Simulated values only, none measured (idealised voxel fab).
process module | voxel wiring stack
cross-section cut | 235 nm wide | cells 5 nm
A cross-section is a grid of square cells, given in bands from the top down. A band is one or more rows of cells.
Each band's line starts with the height of the band's top and of its bottom, in nm. Then come its materials from left to right, each with its width in nm. One material with "throughout" fills the band from edge to edge. "air" is empty space.
Height 0 is the level under which the wafer as received is all one material. The lowest band goes on downwards, as in "0 down".
A width such as "30 to 40" changes by the same amount from each row of cells to the next, from the band's top row to its bottom row.
"no change" after a step means that no cell of the cross-section changed.
closed voids: empty space of 8 cells or more with no open way to the top, each as width x height at its distance from the left edge, in nm
after a step's settings: what the simulator itself notes on the step
overlay nm, on a step with a mask: how far to the right of its planned place the mask lay; to the left if negative
plan
1 op RECEIVE | material Si
2 op CONFORMAL_DEP | material SiO2 | thk nm 10
3 op CONFORMAL_DEP | material SiN | thk nm 5
4 op DIRECTIONAL_DEP | material lowk | thk nm 20
5 op DIRECTIONAL_DEP | material aC | thk nm 10
6 op PATTERN | tone open | mask id METAL_1 | material resist | width nm 20 | pitch nm 45 | thk nm 30 | overlay nm 0
7 op DIRECTIONAL_ETCH | etch materials aC | depth nm 10
8 op STRIP | etch materials resist
9 op DIRECTIONAL_ETCH | etch materials lowk | depth nm 20
10 op DIRECTIONAL_ETCH | etch materials SiN | depth nm 5
11 op STRIP | etch materials aC
12 op CONFORMAL_DEP | material TiN | thk nm 5
13 op FILL_DEP | material Ru | thk nm 5
14 op CMP | height nm 35
15 op CONFORMAL_DEP | material SiCN | thk nm 5
16 op DIRECTIONAL_DEP | material lowk | thk nm 35
17 op MASKED_ETCH | tone open | mask id METAL_2_HOLES | width nm 15 | pitch nm 45 | etch materials lowk | depth nm 35 | overlay nm 0
18 op DIRECTIONAL_DEP | material aC | thk nm 10
19 op PATTERN | tone open | mask id METAL_2 | material resist | width nm 20 | pitch nm 45 | thk nm 25 | overlay nm 0
20 op DIRECTIONAL_ETCH | etch materials aC | depth nm 10
21 op STRIP | etch materials resist
22 op DIRECTIONAL_ETCH | etch materials lowk | depth nm 20
23 op DIRECTIONAL_ETCH | etch materials SiCN | depth nm 5
24 op STRIP | etch materials aC
25 op CONFORMAL_DEP | material TiN | thk nm 5
26 op FILL_DEP | material Ru | thk nm 5
27 op CMP | height nm 75
28 op CONFORMAL_DEP | material SiCN | thk nm 5
varied across the wafers: width nm of step 17. The plan shows the first wafer's value. All wafers start alike
first wafer as received, after step 1
  0 down: Si throughout
  closed voids: none
each wafer at the end: cells of each material gained (+) or lost (-) since it was received, then its closed voids
width nm 15 | +36 Ru | +88 SiCN | +39 SiN | +94 SiO2 | +60 TiN | +435 lowk | closed voids: none
width nm 20 | +44 Ru | +86 SiCN | +39 SiN | +94 SiO2 | +60 TiN | +429 lowk | closed voids: none
width nm 25 | +56 Ru | +86 SiCN | +39 SiN | +94 SiO2 | +62 TiN | +415 lowk | closed voids: none
width nm 30 | +68 Ru | +86 SiCN | +39 SiN | +94 SiO2 | +64 TiN | +401 lowk | closed voids: none
